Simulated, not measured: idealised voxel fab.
process module | voxel wiring stack
cross-section cut | 225 nm wide | cells 5 nm
A cross-section is a grid of square cells, given in bands from the top down. A band is one or more rows of cells.
Each band's line starts with the height of the band's top and of its bottom, in nm. Then come its materials from left to right, each with its width in nm. One material with "throughout" fills the band from edge to edge. "air" is empty space.
Height 0 is the level under which the wafer as received is all one material. The lowest band goes on downwards, as in "0 down".
A width such as "30 to 40" changes by the same amount from each row of cells to the next, from the band's top row to its bottom row.
"no change" after a step means that no cell of the cross-section changed.
closed voids: empty space of 8 cells or more with no open way to the top, each as width x height at its distance from the left edge, in nm
after a step's settings: what the simulator itself notes on the step
overlay nm, on a step with a mask: how far to the right of its planned place the mask lay; to the left if negative
plan
1 op RECEIVE | material Si
2 op CONFORMAL_DEP | material SiO2 | thk nm 15
3 op CONFORMAL_DEP | material SiN | thk nm 5
4 op DIRECTIONAL_DEP | material lowk | thk nm 25
5 op MASKED_ETCH | tone open | mask id METAL_1 | width nm 20 | pitch nm 35 | etch materials lowk | depth nm 25 | overlay nm 0
6 op MASKED_ETCH | tone open | mask id METAL_1 | width nm 20 | pitch nm 35 | etch materials SiN | depth nm 5 | overlay nm 0
7 op CONFORMAL_DEP | material TiN | thk nm 5
8 op FILL_DEP | material Cu | thk nm 5
9 op CMP | height nm 45
10 op CONFORMAL_DEP | material SiCN | thk nm 5
11 op DIRECTIONAL_DEP | material lowk | thk nm 20
12 op DIRECTIONAL_DEP | material aC | thk nm 15
13 op PATTERN | tone open | mask id PLUG_1 | material resist | width nm 15 | pitch nm 35 | thk nm 35 | overlay nm 0
14 op DIRECTIONAL_ETCH | etch materials aC | depth nm 15
15 op STRIP | etch materials resist
16 op DIRECTIONAL_ETCH | etch materials lowk | depth nm 20
17 op DIRECTIONAL_ETCH | etch materials SiCN | depth nm 5
18 op STRIP | etch materials aC
19 op EPI | material Ru | thk nm 10
20 op EPI | material Ru | thk nm 10
21 op EPI | material Ru | thk nm 5
22 op DIRECTIONAL_DEP | material TiN | thk nm 5
23 op DIRECTIONAL_DEP | material W | thk nm 25
24 op MASKED_ETCH | tone cover | mask id METAL_2 | width nm 20 | pitch nm 35 | etch materials W | depth nm 25 | overlay nm 0
25 op MASKED_ETCH | tone cover | mask id METAL_2 | width nm 20 | pitch nm 35 | etch materials TiN | depth nm 5 | overlay nm 0
26 op CONFORMAL_DEP | material SiCN | thk nm 5
27 op FILL_DEP | material SiO2 | thk nm 10
28 op CMP | height nm 100
29 op CONFORMAL_DEP | material SiCN | thk nm 5
30 op DIRECTIONAL_DEP | material SiO2 | thk nm 35
31 op MASKED_ETCH | tone open | mask id METAL_3_HOLES | width nm 15 | pitch nm 35 | etch materials SiO2 | depth nm 35 | overlay nm 0
32 op PATTERN | tone open | mask id METAL_3 | material resist | width nm 20 | pitch nm 35 | thk nm 15 | overlay nm 0
33 op DIRECTIONAL_ETCH | etch materials SiO2 | depth nm 20
34 op DIRECTIONAL_ETCH | etch materials SiCN | depth nm 5
35 op STRIP | etch materials resist
36 op CONFORMAL_DEP | material TiN | thk nm 5
37 op FILL_DEP | material Cu | thk nm 5
38 op CMP | height nm 140
39 op CONFORMAL_DEP | material SiCN | thk nm 5
40 op DIRECTIONAL_DEP | material lowk | thk nm 15
41 op DIRECTIONAL_DEP | material aC | thk nm 10
42 op PATTERN | tone open | mask id PLUG_3 | material resist | width nm 15 | pitch nm 35 | thk nm 30 | overlay nm 0
43 op DIRECTIONAL_ETCH | etch materials aC | depth nm 10
44 op STRIP | etch materials resist
45 op DIRECTIONAL_ETCH | etch materials lowk | depth nm 15
46 op DIRECTIONAL_ETCH | etch materials SiCN | depth nm 5
47 op STRIP | etch materials aC
48 op EPI | material Ru | thk nm 10
49 op EPI | material Ru | thk nm 10
50 op CONFORMAL_DEP | material SiCN | thk nm 5
51 op DIRECTIONAL_DEP | material lowk | thk nm 20
52 op PATTERN | tone open | mask id METAL_4 | material resist | width nm 20 | pitch nm 35 | thk nm 15 | overlay nm 0
53 op DIRECTIONAL_ETCH | etch materials lowk | depth nm 20
54 op DIRECTIONAL_ETCH | etch materials SiCN | depth nm 5
55 op STRIP | etch materials resist
56 op CONFORMAL_DEP | material TiN | thk nm 5
57 op FILL_DEP | material Cu | thk nm 5
58 op CMP | height nm 185
59 op CONFORMAL_DEP | material SiN | thk nm 5
as received, after step 1
  0 down: Si throughout
  closed voids: none
a wafer at the end: this start, this plan, one mistake
  190 to 185: SiN throughout
  185 to 165: lowk 50 | TiN 5 | Cu 10 | TiN 5 | lowk 15 | TiN 5 | Cu 10 | TiN 5 | lowk 15 | TiN 5 | Cu 10 | TiN 5 | lowk 15 | TiN 5 | Cu 10 | TiN 5 | lowk 50
  165 to 160: SiCN 50 | TiN 20 | SiCN 15 | TiN 20 | SiCN 15 | TiN 20 | SiCN 15 | TiN 20 | SiCN 50
  160 to 145: lowk 50 | Ru 15 | lowk 20 | Ru 15 | lowk 20 | Ru 15 | lowk 20 | Ru 15 | lowk 55
  145 to 140: SiCN 50 | Ru 15 | SiCN 20 | Ru 15 | SiCN 20 | Ru 15 | SiCN 20 | Ru 15 | SiCN 55
  140 to 125: SiO2 50 | TiN 5 | Cu 10 | TiN 5 | SiO2 15 | TiN 5 | Cu 10 | TiN 5 | SiO2 15 | TiN 5 | Cu 10 | TiN 5 | SiO2 15 | TiN 5 | Cu 10 | TiN 5 | SiO2 50
  125 to 120: SiO2 50 | TiN 5 | Cu 5 | TiN 10 | SiO2 15 | TiN 5 | Cu 5 | TiN 10 | SiO2 15 | TiN 5 | Cu 5 | TiN 10 | SiO2 15 | TiN 5 | Cu 5 | TiN 10 | SiO2 50
  120 to 105: SiO2 50 | TiN 5 | Cu 5 | TiN 5 | SiO2 20 | TiN 5 | Cu 5 | TiN 5 | SiO2 20 | TiN 5 | Cu 5 | TiN 5 | SiO2 20 | TiN 5 | Cu 5 | TiN 5 | SiO2 55
  105 to 100: SiCN 50 | TiN 15 | SiCN 20 | TiN 15 | SiCN 20 | TiN 15 | SiCN 20 | TiN 15 | SiCN 55
  100 to 75: SiO2 45 | SiCN 5 | W 20 | SiCN 5 | SiO2 5 | SiCN 5 | W 20 | SiCN 5 | SiO2 5 | SiCN 5 | W 20 | SiCN 5 | SiO2 5 | SiCN 5 | W 20 | SiCN 5 | SiO2 45
  75 to 70: SiO2 45 | SiCN 5 | TiN 20 | SiCN 15 | TiN 20 | SiCN 15 | TiN 20 | SiCN 15 | TiN 20 | SiCN 30 | SiO2 20
  70 to 50: SiO2 45 | SiCN 5 | lowk 15 | Ru 20 | lowk 15 | Ru 20 | lowk 15 | Ru 20 | lowk 15 | Ru 30 | SiCN 5 | SiO2 20
  50 to 45: SiCN 65 | Ru 20 | SiCN 15 | Ru 20 | SiCN 15 | Ru 20 | SiCN 15 | Ru 30 | SiCN 25
  45 to 20: lowk 50 | TiN 5 | Cu 10 | TiN 5 | lowk 15 | TiN 5 | Cu 10 | TiN 5 | lowk 15 | TiN 5 | Cu 10 | TiN 5 | lowk 15 | TiN 5 | Cu 10 | TiN 5 | lowk 50
  20 to 15: SiN 50 | TiN 20 | SiN 15 | TiN 20 | SiN 15 | TiN 20 | SiN 15 | TiN 20 | SiN 50
  15 to 0: SiO2 throughout
  0 down: Si throughout
  closed voids: none
what went wrong: step 13 ran as: op PATTERN | tone cover | mask id PLUG_1 | material resist | width nm 15 | pitch nm 35 | thk nm 35 | overlay nm 0
